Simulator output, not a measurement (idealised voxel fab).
process module | voxel self aligned vias
cross-section cut | 285 nm wide | cells 5 nm
A cross-section is a grid of square cells, given in bands from the top down. A band is one or more rows of cells.
Each band's line starts with the height of the band's top and of its bottom, in nm. Then come its materials from left to right, each with its width in nm. One material with "throughout" fills the band from edge to edge. "air" is empty space.
Height 0 is the level under which the wafer as received is all one material. The lowest band goes on downwards, as in "0 down".
A width such as "30 to 40" changes by the same amount from each row of cells to the next, from the band's top row to its bottom row.
"no change" after a step means that no cell of the cross-section changed.
closed voids: empty space of 8 cells or more with no open way to the top, each as width x height at its distance from the left edge, in nm
after a step's settings: what the simulator itself notes on the step
overlay nm, on a step with a mask: how far to the right of its planned place the mask lay; to the left if negative
Each pair below shows a cross-section before one step and the cross-section after it, down to the lowest band that changed. The line under each pair gives the step between them, with its settings. The pairs can come from different runs of this module on the same starting wafer, so a pair continues from the pair above only where its "before" says so.
before
  0 down: Si throughout
  closed voids: none
after
  10 to 0: SiO2 throughout
  below 0: unchanged
  closed voids: none
the step between: op CONFORMAL_DEP | material SiO2 | thk nm 10
before: the cross-section after the pair above
after
  15 to 10: SiCN throughout
  below 10: unchanged
  closed voids: none
the step between: op CONFORMAL_DEP | material SiCN | thk nm 5
before: the cross-section after the pair above
after
  45 to 15: SiO2 throughout
  below 15: unchanged
  closed voids: none
the step between: op DIRECTIONAL_DEP | material SiO2 | thk nm 30
before: the cross-section after the pair above
after
  55 to 45: aC throughout
  below 45: unchanged
  closed voids: none
the step between: op DIRECTIONAL_DEP | material aC | thk nm 10
before: the cross-section after the pair above
after
  80 to 55: resist 70 | air 25 | resist 35 | air 25 | resist 35 | air 25 | resist 70
  below 55: unchanged
  closed voids: none
the step between: op PATTERN | tone open | mask id LINES | material resist | width nm 25 | pitch nm 60 | thk nm 25 | overlay nm 0
before: the cross-section after the pair above
after
  70 to 55: resist 70 | air 25 | resist 35 | air 25 | resist 35 | air 25 | resist 70
  55 to 45: aC 70 | air 25 | aC 35 | air 25 | aC 35 | air 25 | aC 70
  below 45: unchanged
  closed voids: none
the step between: op DIRECTIONAL_ETCH | etch materials aC | depth nm 10
before: the cross-section after the pair above
after
  55 to 45: aC 70 | air 25 | aC 35 | air 25 | aC 35 | air 25 | aC 70
  below 45: unchanged
  closed voids: none
the step between: op STRIP | etch materials resist
before: the cross-section after the pair above
after
  55 to 45: aC 70 | air 25 | aC 35 | air 25 | aC 35 | air 25 | aC 70
  45 to 15: SiO2 70 | air 25 | SiO2 35 | air 25 | SiO2 35 | air 25 | SiO2 70
  below 15: unchanged
  closed voids: none
the step between: op DIRECTIONAL_ETCH | etch materials SiO2 | depth nm 30
before: the cross-section after the pair above
after
  45 to 15: SiO2 70 | air 25 | SiO2 35 | air 25 | SiO2 35 | air 25 | SiO2 70
  below 15: unchanged
  closed voids: none
the step between: op STRIP | etch materials aC
before: the cross-section after the pair above
after
  50 to 45: TiN 75 | air 15 | TiN 45 | air 15 | TiN 45 | air 15 | TiN 75
  45 to 20: SiO2 70 | TiN 5 | air 15 | TiN 5 | SiO2 35 | TiN 5 | air 15 | TiN 5 | SiO2 35 | TiN 5 | air 15 | TiN 5 | SiO2 70
  20 to 15: SiO2 70 | TiN 25 | SiO2 35 | TiN 25 | SiO2 35 | TiN 25 | SiO2 70
  below 15: unchanged
  closed voids: none
the step between: op CONFORMAL_DEP | material TiN | thk nm 5
before: the cross-section after the pair above
after
  60 to 50: Ru throughout
  50 to 45: TiN 75 | Ru 15 | TiN 45 | Ru 15 | TiN 45 | Ru 15 | TiN 75
  45 to 20: SiO2 70 | TiN 5 | Ru 15 | TiN 5 | SiO2 35 | TiN 5 | Ru 15 | TiN 5 | SiO2 35 | TiN 5 | Ru 15 | TiN 5 | SiO2 70
  below 20: unchanged
  closed voids: none
the step between: op FILL_DEP | material Ru | thk nm 10
before: the cross-section after the pair above
after
  45 to 20: SiO2 70 | TiN 5 | Ru 15 | TiN 5 | SiO2 35 | TiN 5 | Ru 15 | TiN 5 | SiO2 35 | TiN 5 | Ru 15 | TiN 5 | SiO2 70
  below 20: unchanged
  closed voids: none
the step between: op CMP | height nm 45
before: the cross-section after the pair above
after
  45 to 35: SiO2 70 | air 25 | SiO2 35 | air 25 | SiO2 35 | air 25 | SiO2 70
  below 35: unchanged
  closed voids: none
the step between: op SELECTIVE_ETCH | etch materials W Ru TiN | depth nm 10
before: the cross-section after the pair above
after
  55 to 45: SiN throughout
  45 to 35: SiO2 70 | SiN 25 | SiO2 35 | SiN 25 | SiO2 35 | SiN 25 | SiO2 70
  below 35: unchanged
  closed voids: none
the step between: op FILL_DEP | material SiN | thk nm 10
before: the cross-section after the pair above
after
  45 to 35: SiO2 70 | SiN 25 | SiO2 35 | SiN 25 | SiO2 35 | SiN 25 | SiO2 70
  below 35: unchanged
  closed voids: none
the step between: op CMP | height nm 45
before: the cross-section after the pair above
after
  65 to 45: SiO2 throughout
  below 45: unchanged
  closed voids: none
the step between: op DIRECTIONAL_DEP | material SiO2 | thk nm 20
before: the cross-section after the pair above
after
  75 to 65: aC throughout
  below 65: unchanged
  closed voids: none
the step between: op DIRECTIONAL_DEP | material aC | thk nm 10
before: the cross-section after the pair above
after
  105 to 75: resist 60 | air 45 | resist 15 | air 45 | resist 15 | air 45 | resist 60
  below 75: unchanged
  closed voids: none
the step between: op PATTERN | tone open | mask id VIAS | material resist | width nm 45 | pitch nm 60 | thk nm 30 | overlay nm 0
before: the cross-section after the pair above
after
  95 to 75: resist 60 | air 45 | resist 15 | air 45 | resist 15 | air 45 | resist 60
  75 to 65: aC 60 | air 45 | aC 15 | air 45 | aC 15 | air 45 | aC 60
  below 65: unchanged
  closed voids: none
the step between: op DIRECTIONAL_ETCH | etch materials aC | depth nm 10
before: the cross-section after the pair above
after
  75 to 65: aC 60 | air 45 | aC 15 | air 45 | aC 15 | air 45 | aC 60
  below 65: unchanged
  closed voids: none
the step between: op STRIP | etch materials resist
before: the cross-section after the pair above
after
  75 to 65: aC 60 | air 45 | aC 15 | air 45 | aC 15 | air 45 | aC 60
  65 to 45: SiO2 60 | air 45 | SiO2 15 | air 45 | SiO2 15 | air 45 | SiO2 60
  below 45: unchanged
  closed voids: none
the step between: op DIRECTIONAL_ETCH | etch materials SiO2 | depth nm 20
before: the cross-section after the pair above
after
  75 to 65: aC 60 | air 45 | aC 15 | air 45 | aC 15 | air 45 | aC 60
  65 to 45: SiO2 60 | air 45 | SiO2 15 | air 45 | SiO2 15 | air 45 | SiO2 60
  45 to 35: SiO2 70 | air 25 | SiO2 35 | air 25 | SiO2 35 | air 25 | SiO2 70
  below 35: unchanged
  closed voids: none
the step between: op DIRECTIONAL_ETCH | etch materials SiN | depth nm 10
before: the cross-section after the pair above
after
  65 to 45: SiO2 60 | air 45 | SiO2 15 | air 45 | SiO2 15 | air 45 | SiO2 60
  below 45: unchanged
  closed voids: none
the step between: op STRIP | etch materials aC
before: the cross-section after the pair above
after
  70 to 65: TiN 65 | air 35 | TiN 25 | air 35 | TiN 25 | air 35 | TiN 65
  65 to 50: SiO2 60 | TiN 5 | air 35 | TiN 5 | SiO2 15 | TiN 5 | air 35 | TiN 5 | SiO2 15 | TiN 5 | air 35 | TiN 5 | SiO2 60
  50 to 40: SiO2 60 to 70 | TiN 15 to 5 | air 15 | TiN 15 to 5 | SiO2 15 to 35 | TiN 15 to 5 | air 15 | TiN 15 to 5 | SiO2 15 to 35 | TiN 15 to 5 | air 15 | TiN 15 to 5 | SiO2 60 to 70
  40 to 35: SiO2 70 | TiN 25 | SiO2 35 | TiN 25 | SiO2 35 | TiN 25 | SiO2 70
  below 35: unchanged
  closed voids: none
the step between: op CONFORMAL_DEP | material TiN | thk nm 5
before: the cross-section after the pair above
after
  75 to 70: Cu throughout
  70 to 65: TiN 65 | Cu 35 | TiN 25 | Cu 35 | TiN 25 | Cu 35 | TiN 65
  65 to 50: SiO2 60 | TiN 5 | Cu 35 | TiN 5 | SiO2 15 | TiN 5 | Cu 35 | TiN 5 | SiO2 15 | TiN 5 | Cu 35 | TiN 5 | SiO2 60
  50 to 40: SiO2 60 to 70 | TiN 15 to 5 | Cu 15 | TiN 15 to 5 | SiO2 15 to 35 | TiN 15 to 5 | Cu 15 | TiN 15 to 5 | SiO2 15 to 35 | TiN 15 to 5 | Cu 15 | TiN 15 to 5 | SiO2 60 to 70
  below 40: unchanged
  closed voids: none
the step between: op FILL_DEP | material Cu | thk nm 5
before: the cross-section after the pair above
after
  65 to 50: SiO2 60 | TiN 5 | Cu 35 | TiN 5 | SiO2 15 | TiN 5 | Cu 35 | TiN 5 | SiO2 15 | TiN 5 | Cu 35 | TiN 5 | SiO2 60
  below 50: unchanged
  closed voids: none
the step between: op CMP | height nm 65
before: the cross-section after the pair above
after
  70 to 65: SiN throughout
  below 65: unchanged
  closed voids: none
the step between: op CONFORMAL_DEP | material SiN | thk nm 5
before
  0 down: Si throughout
  closed voids: none
after
  5 to 0: SiCN throughout
  below 0: unchanged
  closed voids: none
the step between: op CONFORMAL_DEP | material SiCN | thk nm 5
before: the cross-section after the pair above
after
  35 to 5: SiO2 throughout
  below 5: unchanged
  closed voids: none
the step between: op DIRECTIONAL_DEP | material SiO2 | thk nm 30
before: the cross-section after the pair above
after
  45 to 35: aC throughout
  below 35: unchanged
  closed voids: none
the step between: op DIRECTIONAL_DEP | material aC | thk nm 10
before: the cross-section after the pair above
after
  70 to 45: resist 70 | air 25 | resist 35 | air 25 | resist 35 | air 25 | resist 70
  below 45: unchanged
  closed voids: none
the step between: op PATTERN | tone open | mask id LINES | material resist | width nm 25 | pitch nm 60 | thk nm 25 | overlay nm 0
before: the cross-section after the pair above
after
  60 to 45: resist 70 | air 25 | resist 35 | air 25 | resist 35 | air 25 | resist 70
  45 to 35: aC 70 | air 25 | aC 35 | air 25 | aC 35 | air 25 | aC 70
  below 35: unchanged
  closed voids: none
the step between: op DIRECTIONAL_ETCH | etch materials aC | depth nm 10
before: the cross-section after the pair above
after
  45 to 35: aC 70 | air 25 | aC 35 | air 25 | aC 35 | air 25 | aC 70
  below 35: unchanged
  closed voids: none
the step between: op STRIP | etch materials resist
before: the cross-section after the pair above
after
  45 to 35: aC 70 | air 25 | aC 35 | air 25 | aC 35 | air 25 | aC 70
  35 to 5: SiO2 70 | air 25 | SiO2 35 | air 25 | SiO2 35 | air 25 | SiO2 70
  below 5: unchanged
  closed voids: none
the step between: op DIRECTIONAL_ETCH | etch materials SiO2 | depth nm 30
before: the cross-section after the pair above
after
  35 to 5: SiO2 70 | air 25 | SiO2 35 | air 25 | SiO2 35 | air 25 | SiO2 70
  below 5: unchanged
  closed voids: none
the step between: op STRIP | etch materials aC
before: the cross-section after the pair above
after
  40 to 35: TiN 75 | air 15 | TiN 45 | air 15 | TiN 45 | air 15 | TiN 75
  35 to 10: SiO2 70 | TiN 5 | air 15 | TiN 5 | SiO2 35 | TiN 5 | air 15 | TiN 5 | SiO2 35 | TiN 5 | air 15 | TiN 5 | SiO2 70
  10 to 5: SiO2 70 | TiN 25 | SiO2 35 | TiN 25 | SiO2 35 | TiN 25 | SiO2 70
  below 5: unchanged
  closed voids: none
the step between: op CONFORMAL_DEP | material TiN | thk nm 5
before: the cross-section after the pair above
after
  50 to 40: Ru throughout
  40 to 35: TiN 75 | Ru 15 | TiN 45 | Ru 15 | TiN 45 | Ru 15 | TiN 75
  35 to 10: SiO2 70 | TiN 5 | Ru 15 | TiN 5 | SiO2 35 | TiN 5 | Ru 15 | TiN 5 | SiO2 35 | TiN 5 | Ru 15 | TiN 5 | SiO2 70
  below 10: unchanged
  closed voids: none
the step between: op FILL_DEP | material Ru | thk nm 10
before: the cross-section after the pair above
after
  45 to 40: Ru throughout
  below 40: unchanged
  closed voids: none
the step between: op CMP | height nm 45
before: the cross-section after the pair above
after
  35 to 10: SiO2 70 | TiN 5 | Ru 15 | TiN 5 | SiO2 35 | TiN 5 | Ru 15 | TiN 5 | SiO2 35 | TiN 5 | Ru 15 | TiN 5 | SiO2 70
  below 10: unchanged
  closed voids: none
the step between: op SELECTIVE_ETCH | etch materials W Ru TiN | depth nm 10
before: the cross-section after the pair above
after
  45 to 35: SiN throughout
  below 35: unchanged
  closed voids: none
the step between: op FILL_DEP | material SiN | thk nm 10
before: the cross-section after the pair above
after
  65 to 45: SiO2 throughout
  below 45: unchanged
  closed voids: none
the step between: op DIRECTIONAL_DEP | material SiO2 | thk nm 20
before: the cross-section after the pair above
after
  75 to 65: aC throughout
  below 65: unchanged
  closed voids: none
the step between: op DIRECTIONAL_DEP | material aC | thk nm 10
before: the cross-section after the pair above
after
  105 to 75: resist 60 | air 45 | resist 15 | air 45 | resist 15 | air 45 | resist 60
  below 75: unchanged
  closed voids: none
the step between: op PATTERN | tone open | mask id VIAS | material resist | width nm 45 | pitch nm 60 | thk nm 30 | overlay nm 0
before: the cross-section after the pair above
after
  95 to 75: resist 60 | air 45 | resist 15 | air 45 | resist 15 | air 45 | resist 60
  75 to 65: aC 60 | air 45 | aC 15 | air 45 | aC 15 | air 45 | aC 60
  below 65: unchanged
  closed voids: none
the step between: op DIRECTIONAL_ETCH | etch materials aC | depth nm 10
before: the cross-section after the pair above
after
  75 to 65: aC 60 | air 45 | aC 15 | air 45 | aC 15 | air 45 | aC 60
  below 65: unchanged
  closed voids: none
the step between: op STRIP | etch materials resist
before: the cross-section after the pair above
after
  75 to 65: aC 60 | air 45 | aC 15 | air 45 | aC 15 | air 45 | aC 60
  65 to 45: SiO2 60 | air 45 | SiO2 15 | air 45 | SiO2 15 | air 45 | SiO2 60
  below 45: unchanged
  closed voids: none
the step between: op DIRECTIONAL_ETCH | etch materials SiO2 | depth nm 20
before: the cross-section after the pair above
after
  75 to 65: aC 60 | air 45 | aC 15 | air 45 | aC 15 | air 45 | aC 60
  65 to 45: SiO2 60 | air 45 | SiO2 15 | air 45 | SiO2 15 | air 45 | SiO2 60
  45 to 35: SiN 60 | air 45 | SiN 15 | air 45 | SiN 15 | air 45 | SiN 60
  below 35: unchanged
  closed voids: none
the step between: op DIRECTIONAL_ETCH | etch materials SiN | depth nm 10
before: the cross-section after the pair above
after
  65 to 45: SiO2 60 | air 45 | SiO2 15 | air 45 | SiO2 15 | air 45 | SiO2 60
  below 45: unchanged
  closed voids: none
the step between: op STRIP | etch materials aC
before: the cross-section after the pair above
after
  70 to 65: TiN 65 | air 35 | TiN 25 | air 35 | TiN 25 | air 35 | TiN 65
  65 to 45: SiO2 60 | TiN 5 | air 35 | TiN 5 | SiO2 15 | TiN 5 | air 35 | TiN 5 | SiO2 15 | TiN 5 | air 35 | TiN 5 | SiO2 60
  45 to 40: SiN 60 | TiN 5 | air 35 | TiN 5 | SiN 15 | TiN 5 | air 35 | TiN 5 | SiN 15 | TiN 5 | air 35 | TiN 5 | SiN 60
  40 to 35: SiN 60 | TiN 45 | SiN 15 | TiN 45 | SiN 15 | TiN 45 | SiN 60
  below 35: unchanged
  closed voids: none
the step between: op CONFORMAL_DEP | material TiN | thk nm 5
before: the cross-section after the pair above
after
  75 to 70: Cu throughout
  70 to 65: TiN 65 | Cu 35 | TiN 25 | Cu 35 | TiN 25 | Cu 35 | TiN 65
  65 to 45: SiO2 60 | TiN 5 | Cu 35 | TiN 5 | SiO2 15 | TiN 5 | Cu 35 | TiN 5 | SiO2 15 | TiN 5 | Cu 35 | TiN 5 | SiO2 60
  45 to 40: SiN 60 | TiN 5 | Cu 35 | TiN 5 | SiN 15 | TiN 5 | Cu 35 | TiN 5 | SiN 15 | TiN 5 | Cu 35 | TiN 5 | SiN 60
  below 40: unchanged
  closed voids: none
the step between: op FILL_DEP | material Cu | thk nm 5
before: the cross-section after the pair above
after
  65 to 45: SiO2 60 | TiN 5 | Cu 35 | TiN 5 | SiO2 15 | TiN 5 | Cu 35 | TiN 5 | SiO2 15 | TiN 5 | Cu 35 | TiN 5 | SiO2 60
  below 45: unchanged
  closed voids: none
the step between: op CMP | height nm 65
before: the cross-section after the pair above
after
  70 to 65: SiN throughout
  below 65: unchanged
  closed voids: none
the step between: op CONFORMAL_DEP | material SiN | thk nm 5
before
  75 to 65: aC 60 | air 45 | aC 15 | air 45 | aC 15 | air 45 | aC 60
  65 to 45: SiO2 60 | air 45 | SiO2 15 | air 45 | SiO2 15 | air 45 | SiO2 60
  45 to 35: SiO2 70 | SiN 25 | SiO2 35 | SiN 25 | SiO2 35 | SiN 25 | SiO2 70
  35 to 20: SiO2 70 | TiN 5 | Ru 15 | TiN 5 | SiO2 35 | TiN 5 | Ru 15 | TiN 5 | SiO2 35 | TiN 5 | Ru 15 | TiN 5 | SiO2 70
  20 to 15: SiO2 70 | TiN 25 | SiO2 35 | TiN 25 | SiO2 35 | TiN 25 | SiO2 70
  15 to 10: SiCN throughout
  10 to 0: SiO2 throughout
  0 down: Si throughout
  closed voids: none
after
  75 to 65: aC 60 | air 45 | aC 15 | air 45 | aC 15 | air 45 | aC 60
  65 to 45: SiO2 60 | air 45 | SiO2 15 | air 45 | SiO2 15 | air 45 | SiO2 60
  45 to 35: SiO2 60 | air 10 | SiN 25 | air 10 | SiO2 15 | air 10 | SiN 25 | air 10 | SiO2 15 | air 10 | SiN 25 | air 10 | SiO2 60
  35 to 25: SiO2 60 | air 10 | TiN 5 | Ru 15 | TiN 5 | air 10 | SiO2 15 | air 10 | TiN 5 | Ru 15 | TiN 5 | air 10 | SiO2 15 | air 10 | TiN 5 | Ru 15 | TiN 5 | air 10 | SiO2 60
  below 25: unchanged
  closed voids: none
the step between: op DIRECTIONAL_ETCH | etch materials SiO2 | depth nm 20
before: the cross-section after the pair above
after
  75 to 65: aC 60 | air 45 | aC 15 | air 45 | aC 15 | air 45 | aC 60
  65 to 35: SiO2 60 | air 45 | SiO2 15 | air 45 | SiO2 15 | air 45 | SiO2 60
  below 35: unchanged
  closed voids: none
the step between: op DIRECTIONAL_ETCH | etch materials SiN | depth nm 10
before: the cross-section after the pair above
after
  65 to 35: SiO2 60 | air 45 | SiO2 15 | air 45 | SiO2 15 | air 45 | SiO2 60
  below 35: unchanged
  closed voids: none
the step between: op STRIP | etch materials aC
before: the cross-section after the pair above
after
  70 to 65: TiN 65 | air 35 | TiN 25 | air 35 | TiN 25 | air 35 | TiN 65
  65 to 40: SiO2 60 | TiN 5 | air 35 | TiN 5 | SiO2 15 | TiN 5 | air 35 | TiN 5 | SiO2 15 | TiN 5 | air 35 | TiN 5 | SiO2 60
  40 to 35: SiO2 60 | TiN 45 | SiO2 15 | TiN 45 | SiO2 15 | TiN 45 | SiO2 60
  35 to 25: SiO2 60 | TiN 15 | Ru 15 | TiN 15 | SiO2 15 | TiN 15 | Ru 15 | TiN 15 | SiO2 15 | TiN 15 | Ru 15 | TiN 15 | SiO2 60
  below 25: unchanged
  closed voids: none
the step between: op CONFORMAL_DEP | material TiN | thk nm 5
before: the cross-section after the pair above
after
  75 to 70: Cu throughout
  70 to 65: TiN 65 | Cu 35 | TiN 25 | Cu 35 | TiN 25 | Cu 35 | TiN 65
  65 to 40: SiO2 60 | TiN 5 | Cu 35 | TiN 5 | SiO2 15 | TiN 5 | Cu 35 | TiN 5 | SiO2 15 | TiN 5 | Cu 35 | TiN 5 | SiO2 60
  below 40: unchanged
  closed voids: none
the step between: op FILL_DEP | material Cu | thk nm 5
before: the cross-section after the pair above
after
  65 to 40: SiO2 60 | TiN 5 | Cu 35 | TiN 5 | SiO2 15 | TiN 5 | Cu 35 | TiN 5 | SiO2 15 | TiN 5 | Cu 35 | TiN 5 | SiO2 60
  below 40: unchanged
  closed voids: none
the step between: op CMP | height nm 65
before: the cross-section after the pair above
after
  70 to 65: SiN throughout
  below 65: unchanged
  closed voids: none
the step between: op CONFORMAL_DEP | material SiN | thk nm 5
before
  10 to 0: SiO2 throughout
  0 down: Si throughout
  closed voids: none
after
  40 to 0: SiO2 throughout
  below 0: unchanged
  closed voids: none
the step between: op DIRECTIONAL_DEP | material SiO2 | thk nm 30
before: the cross-section after the pair above
after
  45 to 40: SiCN throughout
  below 40: unchanged
  closed voids: none
the step between: op CONFORMAL_DEP | material SiCN | thk nm 5
before: the cross-section after the pair above
after
  55 to 45: aC throughout
  below 45: unchanged
  closed voids: none
the step between: op DIRECTIONAL_DEP | material aC | thk nm 10
before: the cross-section after the pair above
after
  80 to 55: resist 70 | air 25 | resist 35 | air 25 | resist 35 | air 25 | resist 70
  below 55: unchanged
  closed voids: none
the step between: op PATTERN | tone open | mask id LINES | material resist | width nm 25 | pitch nm 60 | thk nm 25 | overlay nm 0
before: the cross-section after the pair above
after
  70 to 55: resist 70 | air 25 | resist 35 | air 25 | resist 35 | air 25 | resist 70
  55 to 45: aC 70 | air 25 | aC 35 | air 25 | aC 35 | air 25 | aC 70
  below 45: unchanged
  closed voids: none
the step between: op DIRECTIONAL_ETCH | etch materials aC | depth nm 10
before: the cross-section after the pair above
after
  55 to 45: aC 70 | air 25 | aC 35 | air 25 | aC 35 | air 25 | aC 70
  below 45: unchanged
  closed voids: none
the step between: op STRIP | etch materials resist
before: the cross-section after the pair above
after
  45 to 40: SiCN throughout
  below 40: unchanged
  closed voids: none
the step between: op STRIP | etch materials aC
before: the cross-section after the pair above
after
  50 to 45: TiN throughout
  below 45: unchanged
  closed voids: none
the step between: op CONFORMAL_DEP | material TiN | thk nm 5
before: the cross-section after the pair above
after
  60 to 50: Ru throughout
  below 50: unchanged
  closed voids: none
the step between: op FILL_DEP | material Ru | thk nm 10
before: the cross-section after the pair above
after
  45 to 40: SiCN throughout
  below 40: unchanged
  closed voids: none
the step between: op CMP | height nm 45
before: the cross-section after the pair above
after
  55 to 45: SiN throughout
  below 45: unchanged
  closed voids: none
the step between: op FILL_DEP | material SiN | thk nm 10
before: the cross-section after the pair above
after
  45 to 40: SiCN throughout
  below 40: unchanged
  closed voids: none
the step between: op CMP | height nm 45
before: the cross-section after the pair above
after
  65 to 45: SiO2 throughout
  below 45: unchanged
  closed voids: none
the step between: op DIRECTIONAL_DEP | material SiO2 | thk nm 20
before: the cross-section after the pair above
after
  75 to 65: aC throughout
  below 65: unchanged
  closed voids: none
the step between: op DIRECTIONAL_DEP | material aC | thk nm 10
before: the cross-section after the pair above
after
  105 to 75: resist 60 | air 45 | resist 15 | air 45 | resist 15 | air 45 | resist 60
  below 75: unchanged
  closed voids: none
the step between: op PATTERN | tone open | mask id VIAS | material resist | width nm 45 | pitch nm 60 | thk nm 30 | overlay nm 0
before: the cross-section after the pair above
after
  95 to 75: resist 60 | air 45 | resist 15 | air 45 | resist 15 | air 45 | resist 60
  75 to 65: aC 60 | air 45 | aC 15 | air 45 | aC 15 | air 45 | aC 60
  below 65: unchanged
  closed voids: none
the step between: op DIRECTIONAL_ETCH | etch materials aC | depth nm 10
before: the cross-section after the pair above
after
  75 to 65: aC 60 | air 45 | aC 15 | air 45 | aC 15 | air 45 | aC 60
  below 65: unchanged
  closed voids: none
the step between: op STRIP | etch materials resist
before: the cross-section after the pair above
after
  75 to 65: aC 60 | air 45 | aC 15 | air 45 | aC 15 | air 45 | aC 60
  65 to 45: SiO2 60 | air 45 | SiO2 15 | air 45 | SiO2 15 | air 45 | SiO2 60
  below 45: unchanged
  closed voids: none
the step between: op DIRECTIONAL_ETCH | etch materials SiO2 | depth nm 20
before: the cross-section after the pair above
after
  65 to 45: SiO2 60 | air 45 | SiO2 15 | air 45 | SiO2 15 | air 45 | SiO2 60
  below 45: unchanged
  closed voids: none
the step between: op STRIP | etch materials aC
before: the cross-section after the pair above
after
  70 to 65: TiN 65 | air 35 | TiN 25 | air 35 | TiN 25 | air 35 | TiN 65
  65 to 50: SiO2 60 | TiN 5 | air 35 | TiN 5 | SiO2 15 | TiN 5 | air 35 | TiN 5 | SiO2 15 | TiN 5 | air 35 | TiN 5 | SiO2 60
  50 to 45: SiO2 60 | TiN 45 | SiO2 15 | TiN 45 | SiO2 15 | TiN 45 | SiO2 60
  below 45: unchanged
  closed voids: none
the step between: op CONFORMAL_DEP | material TiN | thk nm 5
before: the cross-section after the pair above
after
  75 to 70: Cu throughout
  70 to 65: TiN 65 | Cu 35 | TiN 25 | Cu 35 | TiN 25 | Cu 35 | TiN 65
  65 to 50: SiO2 60 | TiN 5 | Cu 35 | TiN 5 | SiO2 15 | TiN 5 | Cu 35 | TiN 5 | SiO2 15 | TiN 5 | Cu 35 | TiN 5 | SiO2 60
  below 50: unchanged
  closed voids: none
the step between: op FILL_DEP | material Cu | thk nm 5
before: the cross-section after the pair above
after
  65 to 50: SiO2 60 | TiN 5 | Cu 35 | TiN 5 | SiO2 15 | TiN 5 | Cu 35 | TiN 5 | SiO2 15 | TiN 5 | Cu 35 | TiN 5 | SiO2 60
  below 50: unchanged
  closed voids: none
the step between: op CMP | height nm 65
before: the cross-section after the pair above
after
  70 to 65: SiN throughout
  below 65: unchanged
  closed voids: none
the step between: op CONFORMAL_DEP | material SiN | thk nm 5
before
  0 down: Si throughout
  closed voids: none
after
  15 to 0: SiO2 throughout
  below 0: unchanged
  closed voids: none
the step between: op CONFORMAL_DEP | material SiO2 | thk nm 15
before: the cross-section after the pair above
after
  20 to 15: SiCN throughout
  below 15: unchanged
  closed voids: none
the step between: op CONFORMAL_DEP | material SiCN | thk nm 5
before: the cross-section after the pair above
after
  50 to 20: SiO2 throughout
  below 20: unchanged
  closed voids: none
the step between: op DIRECTIONAL_DEP | material SiO2 | thk nm 30
before: the cross-section after the pair above
after
  60 to 50: aC throughout
  below 50: unchanged
  closed voids: none
the step between: op DIRECTIONAL_DEP | material aC | thk nm 10
before: the cross-section after the pair above
after
  85 to 60: resist 70 | air 25 | resist 35 | air 25 | resist 35 | air 25 | resist 70
  below 60: unchanged
  closed voids: none
the step between: op PATTERN | tone open | mask id LINES | material resist | width nm 25 | pitch nm 60 | thk nm 25 | overlay nm 0
before: the cross-section after the pair above
after
  75 to 60: resist 70 | air 25 | resist 35 | air 25 | resist 35 | air 25 | resist 70
  60 to 50: aC 70 | air 25 | aC 35 | air 25 | aC 35 | air 25 | aC 70
  below 50: unchanged
  closed voids: none
the step between: op DIRECTIONAL_ETCH | etch materials aC | depth nm 10
before: the cross-section after the pair above
after
  60 to 50: aC 70 | air 25 | aC 35 | air 25 | aC 35 | air 25 | aC 70
  below 50: unchanged
  closed voids: none
the step between: op STRIP | etch materials resist
before: the cross-section after the pair above
after
  60 to 50: aC 70 | air 25 | aC 35 | air 25 | aC 35 | air 25 | aC 70
  50 to 20: SiO2 70 | air 25 | SiO2 35 | air 25 | SiO2 35 | air 25 | SiO2 70
  below 20: unchanged
  closed voids: none
the step between: op DIRECTIONAL_ETCH | etch materials SiO2 | depth nm 30
before: the cross-section after the pair above
after
  50 to 20: SiO2 70 | air 25 | SiO2 35 | air 25 | SiO2 35 | air 25 | SiO2 70
  below 20: unchanged
  closed voids: none
the step between: op STRIP | etch materials aC
before: the cross-section after the pair above
after
  55 to 50: TiN 75 | air 15 | TiN 45 | air 15 | TiN 45 | air 15 | TiN 75
  50 to 25: SiO2 70 | TiN 5 | air 15 | TiN 5 | SiO2 35 | TiN 5 | air 15 | TiN 5 | SiO2 35 | TiN 5 | air 15 | TiN 5 | SiO2 70
  25 to 20: SiO2 70 | TiN 25 | SiO2 35 | TiN 25 | SiO2 35 | TiN 25 | SiO2 70
  below 20: unchanged
  closed voids: none
the step between: op CONFORMAL_DEP | material TiN | thk nm 5
before: the cross-section after the pair above
after
  65 to 55: Ru throughout
  55 to 50: TiN 75 | Ru 15 | TiN 45 | Ru 15 | TiN 45 | Ru 15 | TiN 75
  50 to 25: SiO2 70 | TiN 5 | Ru 15 | TiN 5 | SiO2 35 | TiN 5 | Ru 15 | TiN 5 | SiO2 35 | TiN 5 | Ru 15 | TiN 5 | SiO2 70
  below 25: unchanged
  closed voids: none
the step between: op FILL_DEP | material Ru | thk nm 10
before: the cross-section after the pair above
after
  45 to 25: SiO2 70 | TiN 5 | Ru 15 | TiN 5 | SiO2 35 | TiN 5 | Ru 15 | TiN 5 | SiO2 35 | TiN 5 | Ru 15 | TiN 5 | SiO2 70
  below 25: unchanged
  closed voids: none
the step between: op CMP | height nm 45
before: the cross-section after the pair above
after
  45 to 35: SiO2 70 | air 25 | SiO2 35 | air 25 | SiO2 35 | air 25 | SiO2 70
  below 35: unchanged
  closed voids: none
the step between: op SELECTIVE_ETCH | etch materials W Ru TiN | depth nm 10
before: the cross-section after the pair above
after
  55 to 45: SiN throughout
  45 to 35: SiO2 70 | SiN 25 | SiO2 35 | SiN 25 | SiO2 35 | SiN 25 | SiO2 70
  below 35: unchanged
  closed voids: none
the step between: op FILL_DEP | material SiN | thk nm 10
before: the cross-section after the pair above
after
  45 to 35: SiO2 70 | SiN 25 | SiO2 35 | SiN 25 | SiO2 35 | SiN 25 | SiO2 70
  below 35: unchanged
  closed voids: none
the step between: op CMP | height nm 45
before: the cross-section after the pair above
after
  65 to 45: SiO2 throughout
  below 45: unchanged
  closed voids: none
the step between: op DIRECTIONAL_DEP | material SiO2 | thk nm 20
before: the cross-section after the pair above
after
  75 to 65: aC throughout
  below 65: unchanged
  closed voids: none
the step between: op DIRECTIONAL_DEP | material aC | thk nm 10
before: the cross-section after the pair above
after
  105 to 75: resist 60 | air 45 | resist 15 | air 45 | resist 15 | air 45 | resist 60
  below 75: unchanged
  closed voids: none
the step between: op PATTERN | tone open | mask id VIAS | material resist | width nm 45 | pitch nm 60 | thk nm 30 | overlay nm 0
before: the cross-section after the pair above
after
  95 to 75: resist 60 | air 45 | resist 15 | air 45 | resist 15 | air 45 | resist 60
  75 to 65: aC 60 | air 45 | aC 15 | air 45 | aC 15 | air 45 | aC 60
  below 65: unchanged
  closed voids: none
the step between: op DIRECTIONAL_ETCH | etch materials aC | depth nm 10
before: the cross-section after the pair above
after
  75 to 65: aC 60 | air 45 | aC 15 | air 45 | aC 15 | air 45 | aC 60
  below 65: unchanged
  closed voids: none
the step between: op STRIP | etch materials resist
before: the cross-section after the pair above
after
  75 to 65: aC 60 | air 45 | aC 15 | air 45 | aC 15 | air 45 | aC 60
  65 to 45: SiO2 60 | air 45 | SiO2 15 | air 45 | SiO2 15 | air 45 | SiO2 60
  below 45: unchanged
  closed voids: none
the step between: op DIRECTIONAL_ETCH | etch materials SiO2 | depth nm 20
